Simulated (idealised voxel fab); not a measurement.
A process module follows: voxel fin reveal.
cross-section cut | 285 nm wide | cells 5 nm
Heads up, the way a cross-section reads in here is a grid of square cells, handed over as bands from the top down, with every band being one or more rows of cells.
Top, bottom (nm), then materials left to right with widths (nm); lone material tagged "full width" fills the whole band edge to edge; "empty" = empty space.
Heights are measured from 0, the level below which the as-received wafer is all one material; the lowest band has no bottom and continues downward, written as in "top 0, no bottom".
You'd read "30 to 40" like this: the band's top row of cells is as wide as the first number, its bottom row is as wide as the second, and going down, every row changes width by the same amount as the row before did.
Where the words "no alteration" appear for a step, the cross-section shows no cell changed by that step; every cell remained as before.
"Fully closed voids" lists enclosed empty spaces (at least 8 cells, no open path upward to the top), each as width x height at distance from the left edge, in nm.
Whatever follows a step's settings on its line is a remark the simulator itself makes about that step.
The setting "overlay nm" may be written on the line of a step. When the step uses a mask, the value reports how far to the right of the planned place the mask lay, and a negative value reports that it lay to the left.

These are the steps we planned for the process
1 RECEIVE with material Si
2 CONFORMAL_DEP with material SiN, thk nm 10
3 MASKED_ETCH with tone cover, mask id FINS, width nm 15, pitch nm 35, etch materials SiN, depth nm 10, overlay nm 0
4 MASKED_ETCH with tone cover, mask id FINS, width nm 15, pitch nm 35, etch materials Si, depth nm 30, overlay nm 0
5 OXIDIZE with depth nm 5
6 FILL_DEP with material SiO2, thk nm 15
7 CMP with height nm 10
8 SELECTIVE_ETCH with etch materials SiO2, depth nm 20
9 STRIP with etch materials SiN
10 CONFORMAL_DEP with material SiO2, thk nm 5

This is the cross-section of the wafer as we received it, i.e. after step 1
- top 0, no bottom  Si full width
- Fully closed voids: none

End-of-module XS, first of two wafers, run as planned
- top 5, bottom 0  80 empty  15 SiO2  20 empty  15 SiO2  20 empty  15 SiO2  20 empty  15 SiO2  85 empty
- top 0, bottom -5  80 empty  5 SiO2  5 Si  5 SiO2  20 empty  5 SiO2  5 Si  5 SiO2  20 empty  5 SiO2  5 Si  5 SiO2  20 empty  5 SiO2  5 Si  5 SiO2  85 empty
- top -5, bottom -35  85 SiO2  5 Si  30 SiO2  5 Si  30 SiO2  5 Si  30 SiO2  5 Si  90 SiO2
- top -35, no bottom  Si full width
- Fully closed voids: none

End of module, second wafer, cross-section. Started like the first, planned like the first, run with one mistake
- top 5, bottom 0  80 empty  15 SiO2  20 empty  15 SiO2  20 empty  15 SiO2  20 empty  15 SiO2  85 empty
- top 0, bottom -5  80 empty  5 SiO2  5 Si  5 SiO2  20 empty  5 SiO2  5 Si  5 SiO2  20 empty  5 SiO2  5 Si  5 SiO2  20 empty  5 SiO2  5 Si  5 SiO2  85 empty
- top -5, bottom -65  85 SiO2  5 Si  30 SiO2  5 Si  30 SiO2  5 Si  30 SiO2  5 Si  90 SiO2
- top -65, no bottom  Si full width
- Fully closed voids: none
Deviation noted in wafer processing: step 4 in the plan was executed twice
Cell-count delta at end, second wafer over first, by material: -318 Si | +318 SiO2
